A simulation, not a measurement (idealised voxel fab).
The following is a process module called voxel trench capacitor.
The width of the displayed cross-section, cut, is 165 nm; its cells are square, with a size of 5 nm.
Cross-sections here: square-cell grids, written as top-down lists of bands, a band being one or more rows of cells.
It is stipulated that each band's entry specify, in nanometres, the height of the top of the band and then that of its bottom, followed by the materials of the band in left-to-right sequence, each together with its width in nanometres. A single material marked by the word "all across" is understood to fill the band from edge to edge; the word "air" is understood to denote empty space.
Height is counted from the level 0, under which the received wafer is composed throughout of one material. The lowest of the bands is not closed at the bottom but continues downward, in the notation "0 nm and below".
A width given as "30->40" starts at the first number in the band's top row and ends at the second number in its bottom row, shifting by an equal amount at every step from row to row.
Step marked "nothing different"? Then no cell in the cross-section changed in it.
"Enclosed internal cavities" contains a list of empty spaces, each no smaller than 8 cells and without an open way to the top, written in the form width x height at distance with the distance from the left edge and all three in nm.
The remark found on a step's line after its settings is issued by the simulator itself and pertains to that step.
The line of a step may include "overlay nm". On a step with a mask, this value is how far to the right of its planned place the mask lay. A negative value means the mask lay to the left.

Planned process steps:
1) RECEIVE | material Si
2) CONFORMAL_DEP | material SiN | thk nm 5
3) DIRECTIONAL_DEP | material aC | thk nm 15
4) PATTERN | tone open | mask id TRENCH | material resist | width nm 15 | pitch nm 40 | thk nm 35 | overlay nm 0
5) DIRECTIONAL_ETCH | etch materials aC | depth nm 15
6) STRIP | etch materials resist
7) DIRECTIONAL_ETCH | etch materials SiN | depth nm 5
8) DIRECTIONAL_ETCH | etch materials Si | depth nm 40
9) STRIP | etch materials aC
10) CONFORMAL_DEP | material Al2O3 | thk nm 5
11) FILL_DEP | material polySi | thk nm 5
12) CMP | height nm 5

Cross-section: wafer on arrival = after step 1:
    0 nm and below: Si all across
    Enclosed internal cavities: none

First wafer at the end, as planned:
    5 nm to 0 nm: SiN: 35  Al2O3: 5  polySi: 5  Al2O3: 5  SiN: 25  Al2O3: 5  polySi: 5  Al2O3: 5  SiN: 25  Al2O3: 5  polySi: 5  Al2O3: 5  SiN: 35
    0 nm to -35 nm: Si: 35  Al2O3: 5  polySi: 5  Al2O3: 5  Si: 25  Al2O3: 5  polySi: 5  Al2O3: 5  Si: 25  Al2O3: 5  polySi: 5  Al2O3: 5  Si: 35
    -35 nm to -40 nm: Si: 35  Al2O3: 15  Si: 25  Al2O3: 15  Si: 25  Al2O3: 15  Si: 35
    -40 nm and below: Si all across
    Enclosed internal cavities: none

This is the second of the two wafers, cross-sectioned at the end of the module; it started exactly like the first and was given the same plan, but it was run with one mistake:
    5 nm to 0 nm: polySi: 30  Al2O3: 5  SiN: 15  Al2O3: 5  polySi: 15  Al2O3: 5  SiN: 15  Al2O3: 5  polySi: 15  Al2O3: 5  SiN: 15  Al2O3: 5  polySi: 30
    0 nm to -35 nm: polySi: 30  Al2O3: 5  Si: 15  Al2O3: 5  polySi: 15  Al2O3: 5  Si: 15  Al2O3: 5  polySi: 15  Al2O3: 5  Si: 15  Al2O3: 5  polySi: 30
    -35 nm to -40 nm: Al2O3: 35  Si: 15  Al2O3: 25  Si: 15  Al2O3: 25  Si: 15  Al2O3: 35
    -40 nm and below: Si all across
    Enclosed internal cavities: none
Nonconformance to the process plan: for step 4, the planned setting was not used; the step was instead run as PATTERN | tone cover | mask id TRENCH | material resist | width nm 15 | pitch nm 40 | thk nm 35 | overlay nm 0
End of process, cell counts, second wafer against first, materials with more or fewer: Al2O3: 15 more | Si: 120 fewer | SiN: 15 fewer | polySi: 120 more
